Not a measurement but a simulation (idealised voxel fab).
Presented below is a process module, voxel released beams.
Square cell edge 5 nm, section width 290 nm, ID cut.
Format of a cross-section: grid, square cells. Given as bands. Order: top down. Band: one or more rows of cells.
Band entry format. Leading values: height of top, height of bottom, nm. Remainder: materials in left-to-right order, each with its width in nm. Special words: "edge to edge" on a single material, which then fills the band edge to edge; "empty", empty space.
The level at which height equals 0 is the one under which the wafer, as it arrives, is entirely one material. No lower edge exists for the bottom band, which continues downward and is notated as in "0 -> down".
Think of "30 to 40" as a width that walks from the first number to the second as you go down the band, top row to bottom row, taking equal-sized steps from row to row.
A step reported as "nothing got changed" is a step in which no cell of the cross-section changed.
Entry "Completely enclosed voids" = empty spaces >= 8 cells with no open way to the top; each as width x height at distance, distance from left edge, all nm.
The remark found on a step's line after its settings is issued by the simulator itself and pertains to that step.
Regarding "overlay nm": on a step with a mask, it is the distance the mask lay to the right of its planned place; a negative value places it to the left.

LISTED BELOW ARE THE PROCESS STEPS AS PLANNED
- 1: RECEIVE, material Si
- 2: CONFORMAL_DEP, material SiN, thk nm 5
- 3: DIRECTIONAL_DEP, material SiO2, thk nm 10
- 4: DIRECTIONAL_DEP, material aC, thk nm 10
- 5: PATTERN, tone open, mask id ANCHOR, material resist, width nm 40, thk nm 25, overlay nm 0
- 6: DIRECTIONAL_ETCH, etch materials aC, depth nm 10
- 7: STRIP, etch materials resist
- 8: DIRECTIONAL_ETCH, etch materials SiO2, depth nm 10
- 9: STRIP, etch materials aC
- 10: CONFORMAL_DEP, material W, thk nm 15
- 11: MASKED_ETCH, tone cover, mask id BEAM, width nm 120, etch materials W, depth nm 15, overlay nm 0
- 12: STRIP, etch materials SiO2

WAFER AT RECEIPT (POST STEP 1), CROSS-SECTION
0 -> down  Si edge to edge
Completely enclosed voids: none

CROSS-SECTIONAL IMAGE OF THE FIRST OF TWO WAFERS AT THE END OF THE MODULE, THE RUN HAVING PROCEEDED AS PLANNED
30 -> 20  80 nm empty, then 20 nm W, then 10 nm empty, then 90 nm W, then 90 nm empty
20 -> 15  80 nm empty, then 120 nm W, then 90 nm empty
15 -> 5  85 nm empty, then 40 nm W, then 165 nm empty
5 -> 0  SiN edge to edge
0 -> down  Si edge to edge
Completely enclosed voids: none

CROSS-SECTIONAL VIEW: SECOND OF TWO WAFERS, END OF MODULE; START AND PLAN IDENTICAL TO THE FIRST, ONE MISTAKE IN RUNNING
30 -> 20  80 nm empty, then 20 nm W, then 10 nm empty, then 95 nm W, then 85 nm empty
20 -> 15  80 nm empty, then 125 nm W, then 85 nm empty
15 -> 5  85 nm empty, then 40 nm W, then 165 nm empty
5 -> 0  SiN edge to edge
0 -> down  Si edge to edge
Completely enclosed voids: none
Run error: step 11 ran as: MASKED_ETCH, tone cover, mask id BEAM, width nm 125, etch materials W, depth nm 15, overlay nm 0
Cell-count delta at end, second wafer over first, by material: W +3
